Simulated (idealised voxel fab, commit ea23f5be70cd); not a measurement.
process module | voxel ribs on slabs
cross-section cut | 275 nm wide | cells 5 nm
A cross-section is a grid of square cells, given in bands from the top down. A band is one or more rows of cells.
Each band's line starts with the height of the band's top and of its bottom, in nm. Then come its materials from left to right, each with its width in nm. One material with "throughout" fills the band from edge to edge. "air" is empty space.
Height 0 is the level under which the wafer as received is all one material. The lowest band goes on downwards, as in "0 down".
A width such as "30 to 40" changes by the same amount from each row of cells to the next, from the band's top row to its bottom row.
"no change" after a step means that no cell of the cross-section changed.
closed voids: empty space of 8 cells or more with no open way to the top, each as width x height at its distance from the left edge, in nm
after a step's settings: what the simulator itself notes on the step
overlay nm, on a step with a mask: how far to the right of its planned place the mask lay; to the left if negative
plan
1 op RECEIVE | material Si
2 op DIRECTIONAL_DEP | material SiO2 | thk nm 20
3 op DIRECTIONAL_DEP | material polySi | thk nm 15
4 op MASKED_ETCH | tone cover | mask id RIB | width nm 15 | etch materials polySi | depth nm 5 | overlay nm 0
5 op PATTERN | tone cover | mask id SLAB | material resist | width nm 45 | thk nm 20 | overlay nm 0
6 op DIRECTIONAL_ETCH | etch materials polySi | depth nm 10
7 op STRIP | etch materials resist
8 op FILL_DEP | material SiO2 | thk nm 25
9 op CMP | height nm 55
10 op DIRECTIONAL_DEP | material W | thk nm 10
11 op MASKED_ETCH | tone cover | mask id HEATER | width nm 25 | etch materials W | depth nm 10 | overlay nm 0
12 op CONFORMAL_DEP | material SiO2 | thk nm 5
as received, after step 1
  0 down: Si throughout
  closed voids: none
a wafer at the end: this start, this plan, one mistake
  70 to 65: air 120 | SiO2 35 | air 120
  65 to 60: air 120 | SiO2 5 | W 25 | SiO2 5 | air 120
  60 to 55: SiO2 125 | W 25 | SiO2 125
  55 to 15: SiO2 throughout
  15 to 0: polySi throughout
  0 down: Si throughout
  closed voids: none
what went wrong: steps 2 and 3 were swapped
